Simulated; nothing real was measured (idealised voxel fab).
A process module follows: voxel air gaps.
220 nm wide, 5 nm square cells: that's cross-section cut.
Heads up, the way a cross-section reads in here is a grid of square cells, handed over as bands from the top down, with every band being one or more rows of cells.
Basically the band line says how high the top is and how high the bottom is, in nm, and then what's in it from left to right, every material with its width in nm. Empty space shows up as "blank", and if a single material carries "everywhere" it runs the full band edge to edge.
For the purposes of this specification, 0 denotes the height below which the wafer in its as-received condition is composed wholly of one material, and the lowermost band, lacking a lower limit, extends downward without end, as expressed in "0 down".
The two numbers in a width such as "30 to 40" mark its ends across the band: the first belongs to the top row of cells, the second to the bottom row, and from each row to the next the width moves by the same amount.
You'll sometimes find "remained unchanged" written for a step, and that's the way of saying that nowhere in the cross-section did a cell change during that step.
Reported under the label "Catalogued sealed voids" are the empty spaces having no open way to the top and comprising 8 cells or more; the notation for each is width x height at distance, in which the distance is measured from the left edge and all three values are in nm.
Anything after a step's settings on that line? It's the simulator's own note about the step.
overlay nm, on a step with a mask: how far to the right of its planned place the mask lay; to the left if negative
### Process steps - plan
1: RECEIVE, material Si
2: CONFORMAL_DEP, material SiO2, thk nm 10
3: CONFORMAL_DEP, material SiN, thk nm 5
4: DIRECTIONAL_DEP, material SiO2, thk nm 40
5: MASKED_ETCH, tone open, mask id LINES, width nm 15, pitch nm 40, etch materials SiO2, depth nm 40, overlay nm 0
6: CONFORMAL_DEP, material TiN, thk nm 5
7: FILL_DEP, material Ru, thk nm 5
8: CMP, height nm 55
9: EPI, material Ru, thk nm 10
10: SELECTIVE_ETCH, etch materials SiO2, depth nm 50
11: CONFORMAL_DEP, material SiCN, thk nm 5
### Cross-section of the wafer at receipt, which is the condition after step 1
> 0 down  Si everywhere
> Catalogued sealed voids: none
### Result of the module, cross-sectioned: start per above, plan per above, one error in how it was run
> 70 to 65  blank: 45 | SiCN: 125 | blank: 50
> 65 to 55  blank: 45 | SiCN: 5 | Ru: 35 | SiCN: 5 | Ru: 35 | SiCN: 5 | Ru: 35 | SiCN: 5 | blank: 50
> 55 to 20  blank: 45 | SiCN: 5 | Ru: 10 | TiN: 5 | Ru: 5 | TiN: 5 | Ru: 10 | SiCN: 5 | Ru: 10 | TiN: 5 | Ru: 5 | TiN: 5 | Ru: 10 | SiCN: 5 | Ru: 10 | TiN: 5 | Ru: 5 | TiN: 5 | Ru: 10 | SiCN: 5 | blank: 50
> 20 to 15  SiCN: 50 | Ru: 10 | TiN: 15 | Ru: 10 | SiCN: 5 | Ru: 10 | TiN: 15 | Ru: 10 | SiCN: 5 | Ru: 10 | TiN: 15 | Ru: 10 | SiCN: 55
> 15 to 10  SiN everywhere
> 10 to 0  SiO2 everywhere
> 0 down  Si everywhere
> Catalogued sealed voids: none
It is concluded that the wafer was processed incorrectly with respect to the plan, in that mixed up steps 9 and 10 - ran each in the other's place
